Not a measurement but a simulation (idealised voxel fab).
Process module in this document: voxel capacitor over wiring
Section shown: cut. Width: 180 nm. Cell size: 5 nm, square.
In this document a cross-section is written as a grid of square cells. It is given as a series of bands, listed from the top down, and a band is one or more rows of cells.
Heads up on the band format: heights come first, top then bottom, in nm. After that it's the materials left to right, each with its width in nm. A single material flagged "throughout" fills the whole band edge to edge, and "air" means there's empty space there.
Height datum 0, below which the as-received substrate wafer is one material. Lowest band open at the bottom, running downward: "0 down".
Quick explanation for "30 to 40": the width changes in equal steps down the rows of cells, from the first number in the band's top row to the second number in its bottom row.
Step marked "nothing was modified"? Then no cell in the cross-section changed in it.
Each empty space that has no open way to the top and spans at least 8 cells appears under "Voids, sealed" as width x height at distance, the distance counted from the left edge, all in nm.
It should be noted that, on the line of a given step, the content following the step's settings is a remark produced by the simulator itself with respect to that step.
"overlay nm" denotes, for a step that has a mask, the displacement of the mask to the right of its planned place, with negative values corresponding to the left.
The planned process steps are enumerated hereunder:
1,RECEIVE,material Si
2,CONFORMAL_DEP,material SiO2,thk nm 10
3,DIRECTIONAL_DEP,material TiN,thk nm 5
4,DIRECTIONAL_DEP,material Ru,thk nm 20
5,MASKED_ETCH,tone cover,mask id METAL_1,width nm 20,pitch nm 75,etch materials Ru,depth nm 20,overlay nm 0
6,MASKED_ETCH,tone cover,mask id METAL_1,width nm 20,pitch nm 75,etch materials TiN,depth nm 5,overlay nm 0
7,CONFORMAL_DEP,material SiN,thk nm 5
8,FILL_DEP,material SiO2,thk nm 10
9,CMP,height nm 35
10,CONFORMAL_DEP,material SiCN,thk nm 5
11,DIRECTIONAL_DEP,material lowk,thk nm 10
12,PATTERN,tone open,mask id PLUG_1,material resist,width nm 15,thk nm 15,overlay nm 0
13,DIRECTIONAL_ETCH,etch materials lowk,depth nm 10
14,DIRECTIONAL_ETCH,etch materials SiCN,depth nm 5
15,STRIP,etch materials resist
16,CONFORMAL_DEP,material TiN,thk nm 5
17,FILL_DEP,material W,thk nm 10
18,CMP,height nm 50
19,DIRECTIONAL_DEP,material TiN,thk nm 5
20,DIRECTIONAL_DEP,material SiN,thk nm 5
21,DIRECTIONAL_DEP,material TiN,thk nm 10
22,PATTERN,tone cover,mask id UPPER_PLATE,material resist,width nm 50,thk nm 15,overlay nm 0
23,DIRECTIONAL_ETCH,etch materials TiN,depth nm 10
24,DIRECTIONAL_ETCH,etch materials SiN,depth nm 5
25,STRIP,etch materials resist
26,PATTERN,tone cover,mask id LOWER_PLATE,material resist,width nm 70,thk nm 15,overlay nm 0
27,DIRECTIONAL_ETCH,etch materials TiN,depth nm 5
28,STRIP,etch materials resist
29,FILL_DEP,material SiO2,thk nm 15
30,CMP,height nm 80
31,PATTERN,tone open,mask id PLUG_2,material resist,width nm 15,thk nm 15,overlay nm 0
32,DIRECTIONAL_ETCH,etch materials SiO2,depth nm 10
33,STRIP,etch materials resist
34,CONFORMAL_DEP,material TiN,thk nm 5
35,FILL_DEP,material Ru,thk nm 10
36,CMP,height nm 80
37,CONFORMAL_DEP,material SiCN,thk nm 5
For this document, wafers share an identical start and vary in the step 22 width nm; the plan quotes the first wafer's value.
Step 1 complete: as-received cross-section of the first of several wafers:
- 0 down = Si throughout
- Voids, sealed: none
Per wafer, end of module: cells gained (+) or lost (-) per material since receipt, then closed voids:
width nm 50; +33 Ru; +69 SiCN; +54 SiN; +334 SiO2; +54 TiN; +2 W; +66 lowk; Voids, sealed: none
width nm 55; +33 Ru; +69 SiCN; +55 SiN; +331 SiO2; +56 TiN; +2 W; +66 lowk; Voids, sealed: none
width nm 60; +33 Ru; +69 SiCN; +56 SiN; +328 SiO2; +58 TiN; +2 W; +66 lowk; Voids, sealed: none
width nm 65; +33 Ru; +69 SiCN; +57 SiN; +325 SiO2; +60 TiN; +2 W; +66 lowk; Voids, sealed: none
width nm 70; +33 Ru; +69 SiCN; +58 SiN; +322 SiO2; +62 TiN; +2 W; +66 lowk; Voids, sealed: none
width nm 75; +33 Ru; +69 SiCN; +59 SiN; +319 SiO2; +64 TiN; +2 W; +66 lowk; Voids, sealed: none
